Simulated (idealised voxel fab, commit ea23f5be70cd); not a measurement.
The process module that follows is named voxel quadruple lines.
Cross-section cut: width 250 nm, square cells of 5 nm.
Notation: cross-section as square-cell grid; stated in bands, top first, going down; one or more cell rows per band. Band: top height; bottom height; in nm. Then, left to right: material with width in nm, for each material. "throughout": a single material spanning edge to edge. "empty": empty space. Heights are expressed relative to 0, this being the level below which the as-received wafer comprises one material exclusively. The lowest band is unbounded in the downward direction and is denoted as in "z 0 and below". Graded width ("30 to 40"): value in top row of band = first number; value in bottom row = second number; row-to-row change constant. Basically "nothing got changed" means that step didn't change any cell in the cross-section. Entry "Sealed-off cavities" = empty spaces >= 8 cells with no open way to the top; each as width x height at distance, distance from left edge, all nm. Note: text after step settings on the step line = simulator remark on that step. A step's line can hold "overlay nm"; with a mask on that step, the setting says how far right of the planned place the mask lay, while a negative setting says it lay to the left.

This section lists the process steps that were planned
- 1: RECEIVE | material Si
- 2: CONFORMAL_DEP | material SiO2 | thk nm 5
- 3: DIRECTIONAL_DEP | material W | thk nm 10
- 4: DIRECTIONAL_DEP | material polySi | thk nm 20
- 5: DIRECTIONAL_DEP | material aC | thk nm 25
- 6: PATTERN | tone cover | mask id MANDREL | material resist | width nm 30 | pitch nm 80 | thk nm 30 | overlay nm 0
- 7: DIRECTIONAL_ETCH | etch materials aC | depth nm 25
- 8: STRIP | etch materials resist
- 9: CONFORMAL_DEP | material SiO2 | thk nm 10
- 10: DIRECTIONAL_ETCH | etch materials SiO2 | depth nm 10
- 11: STRIP | etch materials aC
- 12: DIRECTIONAL_ETCH | etch materials polySi | depth nm 20
- 13: STRIP | etch materials SiO2
- 14: CONFORMAL_DEP | material SiCN | thk nm 10
- 15: DIRECTIONAL_ETCH | etch materials SiCN | depth nm 10
- 16: STRIP | etch materials polySi
- 17: DIRECTIONAL_ETCH | etch materials W | depth nm 10
- 18: STRIP | etch materials SiCN
- 19: FILL_DEP | material lowk | thk nm 5
- 20: CMP | height nm 15

The first of two wafers, run as planned

Step 1 complete: cross-section of the wafer as received
- z 0 and below = Si throughout
- Sealed-off cavities: none

Wafer xsec, post step 2
- z 5 to 0 = SiO2 throughout
- Anything lower than 0 is untouched.

Wafer xsec, post step 3
- z 15 to 5 = W throughout
- Anything lower than 5 is untouched.

Wafer xsec, post step 4
- z 35 to 15 = polySi throughout
- Anything lower than 15 is untouched.

Wafer xsec, post step 5
- z 60 to 35 = aC throughout
- Anything lower than 35 is untouched.

Wafer xsec, post step 6
- z 90 to 60 = empty=70 / resist=30 / empty=50 / resist=30 / empty=70
- Anything lower than 60 is untouched.

Wafer xsec, post step 7
- z 65 to 60 = empty=70 / resist=30 / empty=50 / resist=30 / empty=70
- z 60 to 35 = empty=70 / aC=30 / empty=50 / aC=30 / empty=70
- Anything lower than 35 is untouched.

Wafer xsec, post step 8
- z 60 to 35 = empty=70 / aC=30 / empty=50 / aC=30 / empty=70
- Anything lower than 35 is untouched.

Wafer xsec, post step 9
- z 70 to 60 = empty=60 / SiO2=50 / empty=30 / SiO2=50 / empty=60
- z 60 to 45 = empty=60 / SiO2=10 / aC=30 / SiO2=10 / empty=30 / SiO2=10 / aC=30 / SiO2=10 / empty=60
- z 45 to 35 = SiO2=70 / aC=30 / SiO2=50 / aC=30 / SiO2=70
- Anything lower than 35 is untouched.

Wafer xsec, post step 10
- z 60 to 35 = empty=60 / SiO2=10 / aC=30 / SiO2=10 / empty=30 / SiO2=10 / aC=30 / SiO2=10 / empty=60
- Anything lower than 35 is untouched.

Wafer xsec, post step 11
- z 60 to 35 = empty=60 / SiO2=10 / empty=30 / SiO2=10 / empty=30 / SiO2=10 / empty=30 / SiO2=10 / empty=60
- Anything lower than 35 is untouched.

Wafer xsec, post step 12
- z 60 to 35 = empty=60 / SiO2=10 / empty=30 / SiO2=10 / empty=30 / SiO2=10 / empty=30 / SiO2=10 / empty=60
- z 35 to 15 = empty=60 / polySi=10 / empty=30 / polySi=10 / empty=30 / polySi=10 / empty=30 / polySi=10 / empty=60
- Anything lower than 15 is untouched.

Wafer xsec, post step 13
- z 35 to 15 = empty=60 / polySi=10 / empty=30 / polySi=10 / empty=30 / polySi=10 / empty=30 / polySi=10 / empty=60
- Anything lower than 15 is untouched.

Wafer xsec, post step 14
- z 45 to 35 = empty=50 / SiCN=30 / empty=10 / SiCN=30 / empty=10 / SiCN=30 / empty=10 / SiCN=30 / empty=50
- z 35 to 25 = empty=50 / SiCN=10 / polySi=10 / SiCN=10 / empty=10 / SiCN=10 / polySi=10 / SiCN=10 / empty=10 / SiCN=10 / polySi=10 / SiCN=10 / empty=10 / SiCN=10 / polySi=10 / SiCN=10 / empty=50
- z 25 to 15 = SiCN=60 / polySi=10 / SiCN=30 / polySi=10 / SiCN=30 / polySi=10 / SiCN=30 / polySi=10 / SiCN=60
- Anything lower than 15 is untouched.

Wafer xsec, post step 15
- z 35 to 15 = empty=50 / SiCN=10 / polySi=10 / SiCN=10 / empty=10 / SiCN=10 / polySi=10 / SiCN=10 / empty=10 / SiCN=10 / polySi=10 / SiCN=10 / empty=10 / SiCN=10 / polySi=10 / SiCN=10 / empty=50
- Anything lower than 15 is untouched.

Wafer xsec, post step 16
- z 35 to 15 = empty=50 / SiCN=10 / empty=10 / SiCN=10 / empty=10 / SiCN=10 / empty=10 / SiCN=10 / empty=10 / SiCN=10 / empty=10 / SiCN=10 / empty=10 / SiCN=10 / empty=10 / SiCN=10 / empty=50
- Anything lower than 15 is untouched.

Wafer xsec, post step 17
- z 35 to 15 = empty=50 / SiCN=10 / empty=10 / SiCN=10 / empty=10 / SiCN=10 / empty=10 / SiCN=10 / empty=10 / SiCN=10 / empty=10 / SiCN=10 / empty=10 / SiCN=10 / empty=10 / SiCN=10 / empty=50
- z 15 to 5 = empty=50 / W=10 / empty=10 / W=10 / empty=10 / W=10 / empty=10 / W=10 / empty=10 / W=10 / empty=10 / W=10 / empty=10 / W=10 / empty=10 / W=10 / empty=50
- Anything lower than 5 is untouched.

Wafer xsec, post step 18
- z 15 to 5 = empty=50 / W=10 / empty=10 / W=10 / empty=10 / W=10 / empty=10 / W=10 / empty=10 / W=10 / empty=10 / W=10 / empty=10 / W=10 / empty=10 / W=10 / empty=50
- Anything lower than 5 is untouched.

Wafer xsec, post step 19
- z 20 to 15 = lowk throughout
- z 15 to 5 = lowk=50 / W=10 / lowk=10 / W=10 / lowk=10 / W=10 / lowk=10 / W=10 / lowk=10 / W=10 / lowk=10 / W=10 / lowk=10 / W=10 / lowk=10 / W=10 / lowk=50
- Anything lower than 5 is untouched.

Wafer xsec, post step 20
- z 15 to 5 = lowk=50 / W=10 / lowk=10 / W=10 / lowk=10 / W=10 / lowk=10 / W=10 / lowk=10 / W=10 / lowk=10 / W=10 / lowk=10 / W=10 / lowk=10 / W=10 / lowk=50
- Anything lower than 5 is untouched.

The second wafer began exactly as the first did and followed the same plan, but one mistake was made while running it; through step 1 inclusive, the two wafers are identical

Second wafer, sectioned view, at step 2's planned end time: nothing got changed

Second wafer, sectioned view, at step 3's planned end time
- z 10 to 0 = W throughout
- Anything lower than 0 is untouched.

Second wafer, sectioned view, at step 4's planned end time
- z 30 to 10 = polySi throughout
- Anything lower than 10 is untouched.

Second wafer, sectioned view, at step 5's planned end time
- z 55 to 30 = aC throughout
- Anything lower than 30 is untouched.

Second wafer, sectioned view, at step 6's planned end time
- z 85 to 55 = empty=70 / resist=30 / empty=50 / resist=30 / empty=70
- Anything lower than 55 is untouched.

Second wafer, sectioned view, at step 7's planned end time
- z 60 to 55 = empty=70 / resist=30 / empty=50 / resist=30 / empty=70
- z 55 to 30 = empty=70 / aC=30 / empty=50 / aC=30 / empty=70
- Anything lower than 30 is untouched.

Second wafer, sectioned view, at step 8's planned end time
- z 55 to 30 = empty=70 / aC=30 / empty=50 / aC=30 / empty=70
- Anything lower than 30 is untouched.

Second wafer, sectioned view, at step 9's planned end time
- z 65 to 55 = empty=60 / SiO2=50 / empty=30 / SiO2=50 / empty=60
- z 55 to 40 = empty=60 / SiO2=10 / aC=30 / SiO2=10 / empty=30 / SiO2=10 / aC=30 / SiO2=10 / empty=60
- z 40 to 30 = SiO2=70 / aC=30 / SiO2=50 / aC=30 / SiO2=70
- Anything lower than 30 is untouched.

Second wafer, sectioned view, at step 10's planned end time
- z 55 to 30 = empty=60 / SiO2=10 / aC=30 / SiO2=10 / empty=30 / SiO2=10 / aC=30 / SiO2=10 / empty=60
- Anything lower than 30 is untouched.

Second wafer, sectioned view, at step 11's planned end time
- z 55 to 30 = empty=60 / SiO2=10 / empty=30 / SiO2=10 / empty=30 / SiO2=10 / empty=30 / SiO2=10 / empty=60
- Anything lower than 30 is untouched.

Second wafer, sectioned view, at step 12's planned end time
- z 55 to 30 = empty=60 / SiO2=10 / empty=30 / SiO2=10 / empty=30 / SiO2=10 / empty=30 / SiO2=10 / empty=60
- z 30 to 10 = empty=60 / polySi=10 / empty=30 / polySi=10 / empty=30 / polySi=10 / empty=30 / polySi=10 / empty=60
- Anything lower than 10 is untouched.

Second wafer, sectioned view, at step 13's planned end time
- z 30 to 10 = empty=60 / polySi=10 / empty=30 / polySi=10 / empty=30 / polySi=10 / empty=30 / polySi=10 / empty=60
- Anything lower than 10 is untouched.

Second wafer, sectioned view, at step 14's planned end time
- z 40 to 30 = empty=50 / SiCN=30 / empty=10 / SiCN=30 / empty=10 / SiCN=30 / empty=10 / SiCN=30 / empty=50
- z 30 to 20 = empty=50 / SiCN=10 / polySi=10 / SiCN=10 / empty=10 / SiCN=10 / polySi=10 / SiCN=10 / empty=10 / SiCN=10 / polySi=10 / SiCN=10 / empty=10 / SiCN=10 / polySi=10 / SiCN=10 / empty=50
- z 20 to 10 = SiCN=60 / polySi=10 / SiCN=30 / polySi=10 / SiCN=30 / polySi=10 / SiCN=30 / polySi=10 / SiCN=60
- Anything lower than 10 is untouched.

Second wafer, sectioned view, at step 15's planned end time
- z 30 to 10 = empty=50 / SiCN=10 / polySi=10 / SiCN=10 / empty=10 / SiCN=10 / polySi=10 / SiCN=10 / empty=10 / SiCN=10 / polySi=10 / SiCN=10 / empty=10 / SiCN=10 / polySi=10 / SiCN=10 / empty=50
- Anything lower than 10 is untouched.

Second wafer, sectioned view, at step 16's planned end time
- z 30 to 10 = empty=50 / SiCN=10 / empty=10 / SiCN=10 / empty=10 / SiCN=10 / empty=10 / SiCN=10 / empty=10 / SiCN=10 / empty=10 / SiCN=10 / empty=10 / SiCN=10 / empty=10 / SiCN=10 / empty=50
- Anything lower than 10 is untouched.

Second wafer, sectioned view, at step 17's planned end time
- z 30 to 10 = empty=50 / SiCN=10 / empty=10 / SiCN=10 / empty=10 / SiCN=10 / empty=10 / SiCN=10 / empty=10 / SiCN=10 / empty=10 / SiCN=10 / empty=10 / SiCN=10 / empty=10 / SiCN=10 / empty=50
- z 10 to 0 = empty=50 / W=10 / empty=10 / W=10 / empty=10 / W=10 / empty=10 / W=10 / empty=10 / W=10 / empty=10 / W=10 / empty=10 / W=10 / empty=10 / W=10 / empty=50
- Anything lower than 0 is untouched.

Second wafer, sectioned view, at step 18's planned end time
- z 10 to 0 = empty=50 / W=10 / empty=10 / W=10 / empty=10 / W=10 / empty=10 / W=10 / empty=10 / W=10 / empty=10 / W=10 / empty=10 / W=10 / empty=10 / W=10 / empty=50
- Anything lower than 0 is untouched.

Second wafer, sectioned view, at step 19's planned end time
- z 15 to 10 = lowk throughout
- z 10 to 0 = lowk=50 / W=10 / lowk=10 / W=10 / lowk=10 / W=10 / lowk=10 / W=10 / lowk=10 / W=10 / lowk=10 / W=10 / lowk=10 / W=10 / lowk=10 / W=10 / lowk=50
- Anything lower than 0 is untouched.

Second wafer, sectioned view, at step 20's planned end time: nothing got changed
Deviation from plan: step 2 of the plan was omitted and not executed
Heads up, by the end the second wafer has more or fewer cells of some materials compared to the first: 50 fewer of SiO2 | 50 more of lowk
